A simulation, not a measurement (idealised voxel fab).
Process module name: voxel ribs on slabs
For reference, the cross-section in this document is cut, with width 270 nm and square cells of 5 nm.
Notation: cross-section as square-cell grid; stated in bands, top first, going down; one or more cell rows per band.
What a band's entry tells you: where the top is and where the bottom is, as heights in nm, and after that what lies inside, material by material from left to right, each with its width in nm. Empty space is written as the word "blank", and a single material marked with the word "full width" occupies the band from edge to edge.
Note: height 0 marks the level under which the wafer is uniformly one material as received. Lowest band unbounded below, written "0 -> down".
When a width is written as two numbers, as in "30->40", the first number is the width in the top row of cells of the band and the second is the width in its bottom row, and the width changes by the same amount from each row to the next.
Where the words "no change occurred" appear for a step, the cross-section shows no cell changed by that step; every cell remained as before.
"Sealed void listing" enumerates empty spaces isolated from the top, with no open way to it, that contain at least 8 cells, giving each as width x height at distance from the left edge, all three in nm.
On a step's line, text after the settings is the simulator commenting on that step.
For masked steps, "overlay nm" on the step line gives how far right of plan the mask actually lay; a minus sign means it lay to the left.
## So here's the lineup of process steps we planned
1) RECEIVE (material Si)
2) DIRECTIONAL_DEP (material SiO2; thk nm 30)
3) DIRECTIONAL_DEP (material polySi; thk nm 15)
4) MASKED_ETCH (tone cover; mask id RIB; width nm 15; etch materials polySi; depth nm 10; overlay nm 0)
5) PATTERN (tone cover; mask id SLAB; material resist; width nm 65; thk nm 15; overlay nm 0)
6) DIRECTIONAL_ETCH (etch materials polySi; depth nm 5)
7) STRIP (etch materials resist)
8) FILL_DEP (material SiO2; thk nm 25)
9) CMP (height nm 65)
10) DIRECTIONAL_DEP (material W; thk nm 10)
11) MASKED_ETCH (tone cover; mask id HEATER; width nm 25; etch materials W; depth nm 10; overlay nm 0)
12) CONFORMAL_DEP (material SiO2; thk nm 10)
## Concerning the first of two wafers, which was run in accordance with the plan
## As received (post step 1): cross-section
- 0 -> down: Si full width
- Sealed void listing: none
## Sectional view: wafer, after step 2
- 30 -> 0: SiO2 full width
- Rest of section, below 0: as before.
## Sectional view: wafer, after step 3
- 45 -> 30: polySi full width
- Rest of section, below 30: as before.
## Sectional view: wafer, after step 4
- 45 -> 35: blank=125  polySi=15  blank=130
- Rest of section, below 35: as before.
## Sectional view: wafer, after step 5
- 60 -> 45: blank=100  resist=65  blank=105
- 45 -> 35: blank=100  resist=25  polySi=15  resist=25  blank=105
- Rest of section, below 35: as before.
## Sectional view: wafer, after step 6
- 60 -> 45: blank=100  resist=65  blank=105
- 45 -> 35: blank=100  resist=25  polySi=15  resist=25  blank=105
- 35 -> 30: blank=100  polySi=65  blank=105
- Rest of section, below 30: as before.
## Sectional view: wafer, after step 7
- 45 -> 35: blank=125  polySi=15  blank=130
- Rest of section, below 35: as before.
## Sectional view: wafer, after step 8
- 70 -> 45: SiO2 full width
- 45 -> 35: SiO2=125  polySi=15  SiO2=130
- 35 -> 30: SiO2=100  polySi=65  SiO2=105
- Rest of section, below 30: as before.
## Sectional view: wafer, after step 9
- 65 -> 45: SiO2 full width
- Rest of section, below 45: as before.
## Sectional view: wafer, after step 10
- 75 -> 65: W full width
- Rest of section, below 65: as before.
## Sectional view: wafer, after step 11
- 75 -> 65: blank=120  W=25  blank=125
- Rest of section, below 65: as before.
## Sectional view: wafer, after step 12
- 85 -> 75: blank=110  SiO2=45  blank=115
- 75 -> 65: SiO2=120  W=25  SiO2=125
- Rest of section, below 65: as before.
## Second of two: same start, same plan, one run error; steps up to and including 11 match the first
Here is the second wafer in cross-section at the point where step 12 of the plan should have been done: no change occurred
What was done differently from what was planned? plan step 12 was not performed, having been skipped
The closing comparison, in cells, has the second wafer with more or fewer of some materials than the first: -116 SiO2
